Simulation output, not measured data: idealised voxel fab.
Process module in this document: voxel trench capacitor
Section shown: cut. Width: 270 nm. Cell size: 5 nm, square.
In what follows, cross-sections appear as grids of square cells, described through bands that run from the top down, where every band is one or more rows of cells.
Heads up on the band format: heights come first, top then bottom, in nm. After that it's the materials left to right, each with its width in nm. A single material flagged "throughout" fills the whole band edge to edge, and "air" means there's empty space there.
Heights are measured from 0, the level below which the as-received wafer is all one material; the lowest band has no bottom and continues downward, written as in "0 down".
The expression "30..40" gives the width at the extremes of the band, the first number at its top row of cells and the second at its bottom row, with the width changing by equal amounts from each row to the next in between.
Given "nothing altered" for a step, no cell of the cross-section differs between before and after that step.
This entry, "Trapped void list", enumerates those empty regions of no fewer than 8 cells that possess no open connection to the top. Each region is reported in the form width x height at distance, the distance being taken from the left edge, with all three quantities expressed in nm.
Formally, on a step line, whatever follows the settings is a remark that the simulator itself makes on the step.
overlay nm: on a step with a mask, how far right of its planned place the mask lay; negative means left.

PLANNED STEP LIST FOR THE PROCESS
- 1: RECEIVE with material Si
- 2: CONFORMAL_DEP with material SiN, thk nm 10
- 3: DIRECTIONAL_DEP with material aC, thk nm 15
- 4: PATTERN with tone open, mask id TRENCH, material resist, width nm 25, pitch nm 40, thk nm 35, overlay nm 0
- 5: DIRECTIONAL_ETCH with etch materials aC, depth nm 15
- 6: STRIP with etch materials resist
- 7: DIRECTIONAL_ETCH with etch materials SiN, depth nm 10
- 8: DIRECTIONAL_ETCH with etch materials Si, depth nm 30
- 9: STRIP with etch materials aC
- 10: CONFORMAL_DEP with material HfO2, thk nm 5
- 11: CONFORMAL_DEP with material TiN, thk nm 5
- 12: FILL_DEP with material W, thk nm 5
- 13: CMP with height nm 10

SO THIS IS THE INCOMING WAFER IN CROSS-SECTION - IT'S ALREADY BEEN THROUGH STEP 1
0 down = Si throughout
Trapped void list: none

STARTING STRUCTURE AND PROCESS PLAN ARE AS SHOWN ABOVE, BUT ONE MISTAKE WAS MADE IN RUNNING THE MODULE; THE WAFER CROSS-SECTION AT THE END OF THE MODULE FOLLOWS
10 to 0 = 80 SiN  5 HfO2  5 TiN  5 W  5 TiN  5 HfO2  15 SiN  5 HfO2  5 TiN  5 W  5 TiN  5 HfO2  15 SiN  5 HfO2  5 TiN  5 W  5 TiN  5 HfO2  85 SiN
0 to -50 = 80 Si  5 HfO2  5 TiN  5 W  5 TiN  5 HfO2  15 Si  5 HfO2  5 TiN  5 W  5 TiN  5 HfO2  15 Si  5 HfO2  5 TiN  5 W  5 TiN  5 HfO2  85 Si
-50 to -55 = 80 Si  5 HfO2  15 TiN  5 HfO2  15 Si  5 HfO2  15 TiN  5 HfO2  15 Si  5 HfO2  15 TiN  5 HfO2  85 Si
-55 to -60 = 80 Si  25 HfO2  15 Si  25 HfO2  15 Si  25 HfO2  85 Si
-60 down = Si throughout
Trapped void list: none
What was done differently from what was planned? step 8 of the plan was carried out twice
